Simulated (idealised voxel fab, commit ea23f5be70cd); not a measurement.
The process module that follows is named voxel gate over fins.
It is cross-section cut that appears here, measuring 265 nm in width, its square cells being 5 nm in size.
A cross-section in this document is a grid of square cells, and it is written down as bands, the top band listed before the ones below it; a band is made up of one or more rows of cells.
Heights first: top, then bottom, in nm. Then materials, left to right, each with a width in nm. "full width" on a single material: fills the band edge to edge. "empty": empty space.
For the purposes of this specification, 0 denotes the height below which the wafer in its as-received condition is composed wholly of one material, and the lowermost band, lacking a lower limit, extends downward without end, as expressed in "z 0 and below".
It should be noted that a width expressed as "30..40" varies in equal increments from row to row of cells within the band, taking the value of the first number at the top row and that of the second number at the bottom row.
The designation "nothing different", where it is given for a processing step, indicates that no cell of the cross-section was altered in the course of that step.
"Sealed internal cavities" means: voids of 8 cells or more that are shut off from the top with no open way through. Written width x height at distance, distance from the left edge, in nm.
If you see something after the settings on a step's line, that's the simulator's own remark about that step.
On any step carrying a mask, the "overlay nm" setting, if present on the step's line, tells how far right of its planned place the mask lay; negative values point to the left.
From here on the document is pairs. In a pair, the cross-section before one process step comes with the cross-section after it, and the latter goes no deeper than the lowest band that changed. What lies in between, the step and its settings, is written under the pair. A pair may be from a different run of this module on the same starting wafer than the pair above it, so it continues from that pair only where its entry headed "Pre-step snapshot" says so.
**Pre-step snapshot**
  z 0 and below  Si full width
  Sealed internal cavities: none
**Sectional Result**
  z 10 to 0  SiN full width
  For the remainder of the cross-section, below 0, there is no change.
  Sealed internal cavities: none
Processing between the before and after sections above: CONFORMAL_DEP,material SiN,thk nm 10
Pre-step snapshot: it's just the after picture from the pair right above this one.
**Sectional Result**
  z 10 to 0  35 nm empty, 15 nm SiN, 45 nm empty, 15 nm SiN, 45 nm empty, 15 nm SiN, 45 nm empty, 15 nm SiN, 35 nm empty
  For the remainder of the cross-section, below 0, there is no change.
  Sealed internal cavities: none
Processing between the before and after sections above: MASKED_ETCH,tone cover,mask id FINS,width nm 15,pitch nm 60,etch materials SiN,depth nm 10,overlay nm 0
Pre-step snapshot: it's just the after picture from the pair right above this one.
**Sectional Result**
  z 10 to 0  35 nm empty, 15 nm SiN, 45 nm empty, 15 nm SiN, 45 nm empty, 15 nm SiN, 45 nm empty, 15 nm SiN, 35 nm empty
  z 0 to -40  35 nm empty, 15 nm Si, 45 nm empty, 15 nm Si, 45 nm empty, 15 nm Si, 45 nm empty, 15 nm Si, 35 nm empty
  For the remainder of the cross-section, below -40, there is no change.
  Sealed internal cavities: none
Processing between the before and after sections above: MASKED_ETCH,tone cover,mask id FINS,width nm 15,pitch nm 60,etch materials Si,depth nm 40,overlay nm 0
Pre-step snapshot: it's just the after picture from the pair right above this one.
**Sectional Result**
  z 10 to 0  35 nm empty, 15 nm SiN, 45 nm empty, 15 nm SiN, 45 nm empty, 15 nm SiN, 45 nm empty, 15 nm SiN, 35 nm empty
  z 0 to -40  35 nm empty, 5 nm SiO2, 5 nm Si, 5 nm SiO2, 45 nm empty, 5 nm SiO2, 5 nm Si, 5 nm SiO2, 45 nm empty, 5 nm SiO2, 5 nm Si, 5 nm SiO2, 45 nm empty, 5 nm SiO2, 5 nm Si, 5 nm SiO2, 35 nm empty
  z -40 to -45  40 nm SiO2, 5 nm Si, 55 nm SiO2, 5 nm Si, 55 nm SiO2, 5 nm Si, 55 nm SiO2, 5 nm Si, 40 nm SiO2
  For the remainder of the cross-section, below -45, there is no change.
  Sealed internal cavities: none
Processing between the before and after sections above: OXIDIZE,depth nm 5
Pre-step snapshot: it's just the after picture from the pair right above this one.
**Sectional Result**
  z 15 to 10  SiO2 full width
  z 10 to 0  35 nm SiO2, 15 nm SiN, 45 nm SiO2, 15 nm SiN, 45 nm SiO2, 15 nm SiN, 45 nm SiO2, 15 nm SiN, 35 nm SiO2
  z 0 to -45  40 nm SiO2, 5 nm Si, 55 nm SiO2, 5 nm Si, 55 nm SiO2, 5 nm Si, 55 nm SiO2, 5 nm Si, 40 nm SiO2
  For the remainder of the cross-section, below -45, there is no change.
  Sealed internal cavities: none
Processing between the before and after sections above: FILL_DEP,material SiO2,thk nm 5
Pre-step snapshot: it's just the after picture from the pair right above this one.
**Sectional Result**
  z 10 to 0  35 nm SiO2, 15 nm SiN, 45 nm SiO2, 15 nm SiN, 45 nm SiO2, 15 nm SiN, 45 nm SiO2, 15 nm SiN, 35 nm SiO2
  For the remainder of the cross-section, below 0, there is no change.
  Sealed internal cavities: none
Processing between the before and after sections above: CMP,height nm 10
Pre-step snapshot: it's just the after picture from the pair right above this one.
**Sectional Result**
  z 10 to 0  35 nm SiO2, 15 nm SiN, 15 nm SiO2, 15 nm empty, 15 nm SiO2, 15 nm SiN, 45 nm SiO2, 15 nm SiN, 45 nm SiO2, 15 nm SiN, 35 nm SiO2
  z 0 to -35  40 nm SiO2, 5 nm Si, 20 nm SiO2, 15 nm empty, 20 nm SiO2, 5 nm Si, 55 nm SiO2, 5 nm Si, 55 nm SiO2, 5 nm Si, 40 nm SiO2
  For the remainder of the cross-section, below -35, there is no change.
  Sealed internal cavities: none
Processing between the before and after sections above: MASKED_ETCH,tone open,mask id RAIL,width nm 15,etch materials SiO2,depth nm 45,overlay nm 0
Pre-step snapshot: it's just the after picture from the pair right above this one.
**Sectional Result**
  z 15 to 10  70 nm TiN, 5 nm empty, 190 nm TiN
  z 10 to 0  35 nm SiO2, 15 nm SiN, 15 nm SiO2, 5 nm TiN, 5 nm empty, 5 nm TiN, 15 nm SiO2, 15 nm SiN, 45 nm SiO2, 15 nm SiN, 45 nm SiO2, 15 nm SiN, 35 nm SiO2
  z 0 to -30  40 nm SiO2, 5 nm Si, 20 nm SiO2, 5 nm TiN, 5 nm empty, 5 nm TiN, 20 nm SiO2, 5 nm Si, 55 nm SiO2, 5 nm Si, 55 nm SiO2, 5 nm Si, 40 nm SiO2
  z -30 to -35  40 nm SiO2, 5 nm Si, 20 nm SiO2, 15 nm TiN, 20 nm SiO2, 5 nm Si, 55 nm SiO2, 5 nm Si, 55 nm SiO2, 5 nm Si, 40 nm SiO2
  For the remainder of the cross-section, below -35, there is no change.
  Sealed internal cavities: none
Processing between the before and after sections above: CONFORMAL_DEP,material TiN,thk nm 5
Pre-step snapshot: it's just the after picture from the pair right above this one.
**Sectional Result**
  z 25 to 15  Ru full width
  z 15 to 10  70 nm TiN, 5 nm Ru, 190 nm TiN
  z 10 to 0  35 nm SiO2, 15 nm SiN, 15 nm SiO2, 5 nm TiN, 5 nm Ru, 5 nm TiN, 15 nm SiO2, 15 nm SiN, 45 nm SiO2, 15 nm SiN, 45 nm SiO2, 15 nm SiN, 35 nm SiO2
  z 0 to -30  40 nm SiO2, 5 nm Si, 20 nm SiO2, 5 nm TiN, 5 nm Ru, 5 nm TiN, 20 nm SiO2, 5 nm Si, 55 nm SiO2, 5 nm Si, 55 nm SiO2, 5 nm Si, 40 nm SiO2
  For the remainder of the cross-section, below -30, there is no change.
  Sealed internal cavities: none
Processing between the before and after sections above: FILL_DEP,material Ru,thk nm 10
Pre-step snapshot: it's just the after picture from the pair right above this one.
**Sectional Result**
  z 10 to 0  35 nm SiO2, 15 nm SiN, 15 nm SiO2, 5 nm TiN, 5 nm Ru, 5 nm TiN, 15 nm SiO2, 15 nm SiN, 45 nm SiO2, 15 nm SiN, 45 nm SiO2, 15 nm SiN, 35 nm SiO2
  For the remainder of the cross-section, below 0, there is no change.
  Sealed internal cavities: none
Processing between the before and after sections above: CMP,height nm 10
Pre-step snapshot: it's just the after picture from the pair right above this one.
**Sectional Result**
  z 10 to 0  35 nm SiO2, 15 nm SiN, 15 nm SiO2, 15 nm empty, 15 nm SiO2, 15 nm SiN, 45 nm SiO2, 15 nm SiN, 45 nm SiO2, 15 nm SiN, 35 nm SiO2
  z 0 to -20  40 nm SiO2, 5 nm Si, 20 nm SiO2, 15 nm empty, 20 nm SiO2, 5 nm Si, 55 nm SiO2, 5 nm Si, 55 nm SiO2, 5 nm Si, 40 nm SiO2
  For the remainder of the cross-section, below -20, there is no change.
  Sealed internal cavities: none
Processing between the before and after sections above: SELECTIVE_ETCH,etch materials W Ru TiN,depth nm 30
Pre-step snapshot: it's just the after picture from the pair right above this one.
**Sectional Result**
  z 15 to 10  SiO2 full width
  z 10 to 0  35 nm SiO2, 15 nm SiN, 45 nm SiO2, 15 nm SiN, 45 nm SiO2, 15 nm SiN, 45 nm SiO2, 15 nm SiN, 35 nm SiO2
  z 0 to -20  40 nm SiO2, 5 nm Si, 55 nm SiO2, 5 nm Si, 55 nm SiO2, 5 nm Si, 55 nm SiO2, 5 nm Si, 40 nm SiO2
  For the remainder of the cross-section, below -20, there is no change.
  Sealed internal cavities: none
Processing between the before and after sections above: FILL_DEP,material SiO2,thk nm 5
Pre-step snapshot: it's just the after picture from the pair right above this one.
**Sectional Result**
  z 10 to 0  35 nm SiO2, 15 nm SiN, 45 nm SiO2, 15 nm SiN, 45 nm SiO2, 15 nm SiN, 45 nm SiO2, 15 nm SiN, 35 nm SiO2
  For the remainder of the cross-section, below 0, there is no change.
  Sealed internal cavities: none
Processing between the before and after sections above: CMP,height nm 10
Pre-step snapshot: it's just the after picture from the pair right above this one.
**Sectional Result**
  z 10 to 0  35 nm empty, 15 nm SiN, 45 nm empty, 15 nm SiN, 45 nm empty, 15 nm SiN, 45 nm empty, 15 nm SiN, 35 nm empty
  z 0 to -10  40 nm empty, 5 nm Si, 55 nm empty, 5 nm Si, 55 nm empty, 5 nm Si, 55 nm empty, 5 nm Si, 40 nm empty
  For the remainder of the cross-section, below -10, there is no change.
  Sealed internal cavities: none
Processing between the before and after sections above: SELECTIVE_ETCH,etch materials SiO2,depth nm 20
Pre-step snapshot: it's just the after picture from the pair right above this one.
**Sectional Result**
  z 0 to -10  40 nm empty, 5 nm Si, 55 nm empty, 5 nm Si, 55 nm empty, 5 nm Si, 55 nm empty, 5 nm Si, 40 nm empty
  For the remainder of the cross-section, below -10, there is no change.
  Sealed internal cavities: none
Processing between the before and after sections above: STRIP,etch materials SiN
Pre-step snapshot: it's just the after picture from the pair right above this one.
**Sectional Result**
  z 5 to 0  35 nm empty, 15 nm HfO2, 45 nm empty, 15 nm HfO2, 45 nm empty, 15 nm HfO2, 45 nm empty, 15 nm HfO2, 35 nm empty
  z 0 to -5  35 nm empty, 5 nm HfO2, 5 nm Si, 5 nm HfO2, 45 nm empty, 5 nm HfO2, 5 nm Si, 5 nm HfO2, 45 nm empty, 5 nm HfO2, 5 nm Si, 5 nm HfO2, 45 nm empty, 5 nm HfO2, 5 nm Si, 5 nm HfO2, 35 nm empty
  z -5 to -10  40 nm HfO2, 5 nm Si, 55 nm HfO2, 5 nm Si, 55 nm HfO2, 5 nm Si, 55 nm HfO2, 5 nm Si, 40 nm HfO2
  For the remainder of the cross-section, below -10, there is no change.
  Sealed internal cavities: none
Processing between the before and after sections above: CONFORMAL_DEP,material HfO2,thk nm 5
Pre-step snapshot: it's just the after picture from the pair right above this one.
**Sectional Result**
  z 10 to 5  30 nm empty, 25 nm TiN, 35 nm empty, 25 nm TiN, 35 nm empty, 25 nm TiN, 35 nm empty, 25 nm TiN, 30 nm empty
  z 5 to 0  30 nm empty, 5 nm TiN, 15 nm HfO2, 5 nm TiN, 35 nm empty, 5 nm TiN, 15 nm HfO2, 5 nm TiN, 35 nm empty, 5 nm TiN, 15 nm HfO2, 5 nm TiN, 35 nm empty, 5 nm TiN, 15 nm HfO2, 5 nm TiN, 30 nm empty
  z 0 to -5  35 nm TiN, 5 nm HfO2, 5 nm Si, 5 nm HfO2, 45 nm TiN, 5 nm HfO2, 5 nm Si, 5 nm HfO2, 45 nm TiN, 5 nm HfO2, 5 nm Si, 5 nm HfO2, 45 nm TiN, 5 nm HfO2, 5 nm Si, 5 nm HfO2, 35 nm TiN
  For the remainder of the cross-section, below -5, there is no change.
  Sealed internal cavities: none
Processing between the before and after sections above: CONFORMAL_DEP,material TiN,thk nm 5
Pre-step snapshot: it's just the after picture from the pair right above this one.
**Sectional Result**
  z 15 to 10  25 nm empty, 35 nm TiAl, 25 nm empty, 35 nm TiAl, 25 nm empty, 35 nm TiAl, 25 nm empty, 35 nm TiAl, 25 nm empty
  z 10 to 5  25 nm empty, 5 nm TiAl, 25 nm TiN, 5 nm TiAl, 25 nm empty, 5 nm TiAl, 25 nm TiN, 5 nm TiAl, 25 nm empty, 5 nm TiAl, 25 nm TiN, 5 nm TiAl, 25 nm empty, 5 nm TiAl, 25 nm TiN, 5 nm TiAl, 25 nm empty
  z 5 to 0  30 nm TiAl, 5 nm TiN, 15 nm HfO2, 5 nm TiN, 35 nm TiAl, 5 nm TiN, 15 nm HfO2, 5 nm TiN, 35 nm TiAl, 5 nm TiN, 15 nm HfO2, 5 nm TiN, 35 nm TiAl, 5 nm TiN, 15 nm HfO2, 5 nm TiN, 30 nm TiAl
  For the remainder of the cross-section, below 0, there is no change.
  Sealed internal cavities: none
Processing between the before and after sections above: CONFORMAL_DEP,material TiAl,thk nm 5
Pre-step snapshot: it's just the after picture from the pair right above this one.
**Sectional Result**
  z 20 to 15  20 nm empty, 45 nm TiN, 15 nm empty, 45 nm TiN, 15 nm empty, 45 nm TiN, 15 nm empty, 45 nm TiN, 20 nm empty
  z 15 to 10  20 nm empty, 5 nm TiN, 35 nm TiAl, 5 nm TiN, 15 nm empty, 5 nm TiN, 35 nm TiAl, 5 nm TiN, 15 nm empty, 5 nm TiN, 35 nm TiAl, 5 nm TiN, 15 nm empty, 5 nm TiN, 35 nm TiAl, 5 nm TiN, 20 nm empty
  z 10 to 5  25 nm TiN, 5 nm TiAl, 25 nm TiN, 5 nm TiAl, 25 nm TiN, 5 nm TiAl, 25 nm TiN, 5 nm TiAl, 25 nm TiN, 5 nm TiAl, 25 nm TiN, 5 nm TiAl, 25 nm TiN, 5 nm TiAl, 25 nm TiN, 5 nm TiAl, 25 nm TiN
  For the remainder of the cross-section, below 5, there is no change.
  Sealed internal cavities: none
Processing between the before and after sections above: CONFORMAL_DEP,material TiN,thk nm 5
Pre-step snapshot: it's just the after picture from the pair right above this one.
**Sectional Result**
  z 30 to 20  W full width
  z 20 to 15  20 nm W, 45 nm TiN, 15 nm W, 45 nm TiN, 15 nm W, 45 nm TiN, 15 nm W, 45 nm TiN, 20 nm W
  z 15 to 10  20 nm W, 5 nm TiN, 35 nm TiAl, 5 nm TiN, 15 nm W, 5 nm TiN, 35 nm TiAl, 5 nm TiN, 15 nm W, 5 nm TiN, 35 nm TiAl, 5 nm TiN, 15 nm W, 5 nm TiN, 35 nm TiAl, 5 nm TiN, 20 nm W
  For the remainder of the cross-section, below 10, there is no change.
  Sealed internal cavities: none
Processing between the before and after sections above: FILL_DEP,material W,thk nm 10
Pre-step snapshot: it's just the after picture from the pair right above this one.
**Sectional Result**
  z 25 to 20  W full width
  For the remainder of the cross-section, below 20, there is no change.
  Sealed internal cavities: none
Processing between the before and after sections above: CMP,height nm 25
Pre-step snapshot: it's just the after picture from the pair right above this one.
**Sectional Result**
  z 35 to 25  SiCN full width
  For the remainder of the cross-section, below 25, there is no change.
  Sealed internal cavities: none
Processing between the before and after sections above: CONFORMAL_DEP,material SiCN,thk nm 10
**Pre-step snapshot**
  z 25 to 15  Ru full width
  z 15 to 10  70 nm TiN, 5 nm Ru, 190 nm TiN
  z 10 to 0  35 nm SiO2, 15 nm SiN, 15 nm SiO2, 5 nm TiN, 5 nm Ru, 5 nm TiN, 15 nm SiO2, 15 nm SiN, 45 nm SiO2, 15 nm SiN, 45 nm SiO2, 15 nm SiN, 35 nm SiO2
  z 0 to -30  40 nm SiO2, 5 nm Si, 20 nm SiO2, 5 nm TiN, 5 nm Ru, 5 nm TiN, 20 nm SiO2, 5 nm Si, 55 nm SiO2, 5 nm Si, 55 nm SiO2, 5 nm Si, 40 nm SiO2
  z -30 to -35  40 nm SiO2, 5 nm Si, 20 nm SiO2, 15 nm TiN, 20 nm SiO2, 5 nm Si, 55 nm SiO2, 5 nm Si, 55 nm SiO2, 5 nm Si, 40 nm SiO2
  z -35 to -45  40 nm SiO2, 5 nm Si, 55 nm SiO2, 5 nm Si, 55 nm SiO2, 5 nm Si, 55 nm SiO2, 5 nm Si, 40 nm SiO2
  z -45 and below  Si full width
  Sealed internal cavities: none
**Sectional Result**
  z 10 to 0  35 nm SiO2, 15 nm SiN, 15 nm SiO2, 15 nm empty, 15 nm SiO2, 15 nm SiN, 45 nm SiO2, 15 nm SiN, 45 nm SiO2, 15 nm SiN, 35 nm SiO2
  z 0 to -5  40 nm SiO2, 5 nm Si, 20 nm SiO2, 15 nm empty, 20 nm SiO2, 5 nm Si, 55 nm SiO2, 5 nm Si, 55 nm SiO2, 5 nm Si, 40 nm SiO2
  For the remainder of the cross-section, below -5, there is no change.
  Sealed internal cavities: none
Processing between the before and after sections above: SELECTIVE_ETCH,etch materials W Ru TiN,depth nm 30
Pre-step snapshot: it's just the after picture from the pair right above this one.
**Sectional Result**
  z 15 to 10  SiO2 full width
  z 10 to 0  35 nm SiO2, 15 nm SiN, 45 nm SiO2, 15 nm SiN, 45 nm SiO2, 15 nm SiN, 45 nm SiO2, 15 nm SiN, 35 nm SiO2
  z 0 to -5  40 nm SiO2, 5 nm Si, 55 nm SiO2, 5 nm Si, 55 nm SiO2, 5 nm Si, 55 nm SiO2, 5 nm Si, 40 nm SiO2
  For the remainder of the cross-section, below -5, there is no change.
  Sealed internal cavities: none
Processing between the before and after sections above: FILL_DEP,material SiO2,thk nm 5
Pre-step snapshot: it's just the after picture from the pair right above this one.
**Sectional Result**
  z 10 to 0  35 nm SiO2, 15 nm SiN, 45 nm SiO2, 15 nm SiN, 45 nm SiO2, 15 nm SiN, 45 nm SiO2, 15 nm SiN, 35 nm SiO2
  For the remainder of the cross-section, below 0, there is no change.
  Sealed internal cavities: none
Processing between the before and after sections above: CMP,height nm 10
Pre-step snapshot: it's just the after picture from the pair right above this one.
**Sectional Result**
  z 10 to 0  35 nm empty, 15 nm SiN, 45 nm empty, 15 nm SiN, 45 nm empty, 15 nm SiN, 45 nm empty, 15 nm SiN, 35 nm empty
  z 0 to -5  40 nm empty, 5 nm Si, 55 nm empty, 5 nm Si, 55 nm empty, 5 nm Si, 55 nm empty, 5 nm Si, 40 nm empty
  z -5 to -10  40 nm empty, 5 nm Si, 20 nm empty, 5 nm TiN, 5 nm Ru, 5 nm TiN, 20 nm empty, 5 nm Si, 55 nm empty, 5 nm Si, 55 nm empty, 5 nm Si, 40 nm empty
  For the remainder of the cross-section, below -10, there is no change.
  Sealed internal cavities: none
Processing between the before and after sections above: SELECTIVE_ETCH,etch materials SiO2,depth nm 20
Pre-step snapshot: it's just the after picture from the pair right above this one.
**Sectional Result**
  z 0 to -5  40 nm empty, 5 nm Si, 55 nm empty, 5 nm Si, 55 nm empty, 5 nm Si, 55 nm empty, 5 nm Si, 40 nm empty
  For the remainder of the cross-section, below -5, there is no change.
  Sealed internal cavities: none
Processing between the before and after sections above: STRIP,etch materials SiN
Pre-step snapshot: it's just the after picture from the pair right above this one.
**Sectional Result**
  z 5 to 0  35 nm empty, 15 nm HfO2, 45 nm empty, 15 nm HfO2, 45 nm empty, 15 nm HfO2, 45 nm empty, 15 nm HfO2, 35 nm empty
  z 0 to -5  35 nm empty, 5 nm HfO2, 5 nm Si, 5 nm HfO2, 10 nm empty, 25 nm HfO2, 10 nm empty, 5 nm HfO2, 5 nm Si, 5 nm HfO2, 45 nm empty, 5 nm HfO2, 5 nm Si, 5 nm HfO2, 45 nm empty, 5 nm HfO2, 5 nm Si, 5 nm HfO2, 35 nm empty
  z -5 to -10  40 nm HfO2, 5 nm Si, 20 nm HfO2, 5 nm TiN, 5 nm Ru, 5 nm TiN, 20 nm HfO2, 5 nm Si, 55 nm HfO2, 5 nm Si, 55 nm HfO2, 5 nm Si, 40 nm HfO2
  For the remainder of the cross-section, below -10, there is no change.
  Sealed internal cavities: none
Processing between the before and after sections above: CONFORMAL_DEP,material HfO2,thk nm 5
Pre-step snapshot: it's just the after picture from the pair right above this one.
**Sectional Result**
  z 10 to 5  30 nm empty, 25 nm TiN, 35 nm empty, 25 nm TiN, 35 nm empty, 25 nm TiN, 35 nm empty, 25 nm TiN, 30 nm empty
  z 5 to 0  30 nm empty, 5 nm TiN, 15 nm HfO2, 45 nm TiN, 15 nm HfO2, 5 nm TiN, 35 nm empty, 5 nm TiN, 15 nm HfO2, 5 nm TiN, 35 nm empty, 5 nm TiN, 15 nm HfO2, 5 nm TiN, 30 nm empty
  z 0 to -5  35 nm TiN, 5 nm HfO2, 5 nm Si, 5 nm HfO2, 10 nm TiN, 25 nm HfO2, 10 nm TiN, 5 nm HfO2, 5 nm Si, 5 nm HfO2, 45 nm TiN, 5 nm HfO2, 5 nm Si, 5 nm HfO2, 45 nm TiN, 5 nm HfO2, 5 nm Si, 5 nm HfO2, 35 nm TiN
  For the remainder of the cross-section, below -5, there is no change.
  Sealed internal cavities: none
Processing between the before and after sections above: CONFORMAL_DEP,material TiN,thk nm 5
Pre-step snapshot: it's just the after picture from the pair right above this one.
**Sectional Result**
  z 15 to 10  25 nm empty, 35 nm TiAl, 25 nm empty, 35 nm TiAl, 25 nm empty, 35 nm TiAl, 25 nm empty, 35 nm TiAl, 25 nm empty
  z 10 to 5  25 nm empty, 5 nm TiAl, 25 nm TiN, 35 nm TiAl, 25 nm TiN, 5 nm TiAl, 25 nm empty, 5 nm TiAl, 25 nm TiN, 5 nm TiAl, 25 nm empty, 5 nm TiAl, 25 nm TiN, 5 nm TiAl, 25 nm empty
  z 5 to 0  30 nm TiAl, 5 nm TiN, 15 nm HfO2, 45 nm TiN, 15 nm HfO2, 5 nm TiN, 35 nm TiAl, 5 nm TiN, 15 nm HfO2, 5 nm TiN, 35 nm TiAl, 5 nm TiN, 15 nm HfO2, 5 nm TiN, 30 nm TiAl
  For the remainder of the cross-section, below 0, there is no change.
  Sealed internal cavities: none
Processing between the before and after sections above: CONFORMAL_DEP,material TiAl,thk nm 5
Pre-step snapshot: it's just the after picture from the pair right above this one.
**Sectional Result**
  z 20 to 15  20 nm empty, 45 nm TiN, 15 nm empty, 45 nm TiN, 15 nm empty, 45 nm TiN, 15 nm empty, 45 nm TiN, 20 nm empty
  z 15 to 10  20 nm empty, 5 nm TiN, 35 nm TiAl, 25 nm TiN, 35 nm TiAl, 5 nm TiN, 15 nm empty, 5 nm TiN, 35 nm TiAl, 5 nm TiN, 15 nm empty, 5 nm TiN, 35 nm TiAl, 5 nm TiN, 20 nm empty
  z 10 to 5  25 nm TiN, 5 nm TiAl, 25 nm TiN, 35 nm TiAl, 25 nm TiN, 5 nm TiAl, 25 nm TiN, 5 nm TiAl, 25 nm TiN, 5 nm TiAl, 25 nm TiN, 5 nm TiAl, 25 nm TiN, 5 nm TiAl, 25 nm TiN
  For the remainder of the cross-section, below 5, there is no change.
  Sealed internal cavities: none
Processing between the before and after sections above: CONFORMAL_DEP,material TiN,thk nm 5
Pre-step snapshot: it's just the after picture from the pair right above this one.
**Sectional Result**
  z 30 to 20  W full width
  z 20 to 15  20 nm W, 45 nm TiN, 15 nm W, 45 nm TiN, 15 nm W, 45 nm TiN, 15 nm W, 45 nm TiN, 20 nm W
  z 15 to 10  20 nm W, 5 nm TiN, 35 nm TiAl, 25 nm TiN, 35 nm TiAl, 5 nm TiN, 15 nm W, 5 nm TiN, 35 nm TiAl, 5 nm TiN, 15 nm W, 5 nm TiN, 35 nm TiAl, 5 nm TiN, 20 nm W
  For the remainder of the cross-section, below 10, there is no change.
  Sealed internal cavities: none
Processing between the before and after sections above: FILL_DEP,material W,thk nm 10
Pre-step snapshot: it's just the after picture from the pair right above this one.
**Sectional Result**
  z 25 to 20  W full width
  For the remainder of the cross-section, below 20, there is no change.
  Sealed internal cavities: none
Processing between the before and after sections above: CMP,height nm 25
Pre-step snapshot: it's just the after picture from the pair right above this one.
**Sectional Result**
  z 35 to 25  SiCN full width
  For the remainder of the cross-section, below 25, there is no change.
  Sealed internal cavities: none
Processing between the before and after sections above: CONFORMAL_DEP,material SiCN,thk nm 10
**Pre-step snapshot**
  z 10 to 0  35 nm empty, 15 nm SiN, 45 nm empty, 15 nm SiN, 45 nm empty, 15 nm SiN, 45 nm empty, 15 nm SiN, 35 nm empty
  z 0 to -10  40 nm empty, 5 nm Si, 55 nm empty, 5 nm Si, 55 nm empty, 5 nm Si, 55 nm empty, 5 nm Si, 40 nm empty
  z -10 to -20  40 nm SiO2, 5 nm Si, 55 nm SiO2, 5 nm Si, 55 nm SiO2, 5 nm Si, 55 nm SiO2, 5 nm Si, 40 nm SiO2
  z -20 to -30  40 nm SiO2, 5 nm Si, 20 nm SiO2, 5 nm TiN, 5 nm Ru, 5 nm TiN, 20 nm SiO2, 5 nm Si, 55 nm SiO2, 5 nm Si, 55 nm SiO2, 5 nm Si, 40 nm SiO2
  z -30 to -35  40 nm SiO2, 5 nm Si, 20 nm SiO2, 15 nm TiN, 20 nm SiO2, 5 nm Si, 55 nm SiO2, 5 nm Si, 55 nm SiO2, 5 nm Si, 40 nm SiO2
  z -35 to -45  40 nm SiO2, 5 nm Si, 55 nm SiO2, 5 nm Si, 55 nm SiO2, 5 nm Si, 55 nm SiO2, 5 nm Si, 40 nm SiO2
  z -45 and below  Si full width
  Sealed internal cavities: none
**Sectional Result**
  z 10 to 0  35 nm empty, 15 nm SiN, 45 nm empty, 15 nm SiN, 45 nm empty, 15 nm SiN, 45 nm empty, 15 nm SiN, 35 nm empty
  z 0 to -20  40 nm empty, 5 nm Si, 55 nm empty, 5 nm Si, 55 nm empty, 5 nm Si, 55 nm empty, 5 nm Si, 40 nm empty
  z -20 to -30  40 nm empty, 5 nm Si, 20 nm empty, 5 nm TiN, 5 nm Ru, 5 nm TiN, 20 nm empty, 5 nm Si, 55 nm empty, 5 nm Si, 55 nm empty, 5 nm Si, 40 nm empty
  For the remainder of the cross-section, below -30, there is no change.
  Sealed internal cavities: none
Processing between the before and after sections above: SELECTIVE_ETCH,etch materials SiO2,depth nm 20
Pre-step snapshot: it's just the after picture from the pair right above this one.
**Sectional Result**
  z 0 to -20  40 nm empty, 5 nm Si, 55 nm empty, 5 nm Si, 55 nm empty, 5 nm Si, 55 nm empty, 5 nm Si, 40 nm empty
  For the remainder of the cross-section, below -20, there is no change.
  Sealed internal cavities: none
Processing between the before and after sections above: STRIP,etch materials SiN
Pre-step snapshot: it's just the after picture from the pair right above this one.
**Sectional Result**
  z 5 to 0  35 nm empty, 15 nm HfO2, 45 nm empty, 15 nm HfO2, 45 nm empty, 15 nm HfO2, 45 nm empty, 15 nm HfO2, 35 nm empty
  z 0 to -15  35 nm empty, 5 nm HfO2, 5 nm Si, 5 nm HfO2, 45 nm empty, 5 nm HfO2, 5 nm Si, 5 nm HfO2, 45 nm empty, 5 nm HfO2, 5 nm Si, 5 nm HfO2, 45 nm empty, 5 nm HfO2, 5 nm Si, 5 nm HfO2, 35 nm empty
  z -15 to -20  35 nm empty, 5 nm HfO2, 5 nm Si, 5 nm HfO2, 10 nm empty, 25 nm HfO2, 10 nm empty, 5 nm HfO2, 5 nm Si, 5 nm HfO2, 45 nm empty, 5 nm HfO2, 5 nm Si, 5 nm HfO2, 45 nm empty, 5 nm HfO2, 5 nm Si, 5 nm HfO2, 35 nm empty
  z -20 to -25  35 nm empty, 5 nm HfO2, 5 nm Si, 5 nm HfO2, 10 nm empty, 5 nm HfO2, 5 nm TiN, 5 nm Ru, 5 nm TiN, 5 nm HfO2, 10 nm empty, 5 nm HfO2, 5 nm Si, 5 nm HfO2, 45 nm empty, 5 nm HfO2, 5 nm Si, 5 nm HfO2, 45 nm empty, 5 nm HfO2, 5 nm Si, 5 nm HfO2, 35 nm empty
  z -25 to -30  40 nm HfO2, 5 nm Si, 20 nm HfO2, 5 nm TiN, 5 nm Ru, 5 nm TiN, 20 nm HfO2, 5 nm Si, 55 nm HfO2, 5 nm Si, 55 nm HfO2, 5 nm Si, 40 nm HfO2
  For the remainder of the cross-section, below -30, there is no change.
  Sealed internal cavities: none
Processing between the before and after sections above: CONFORMAL_DEP,material HfO2,thk nm 5
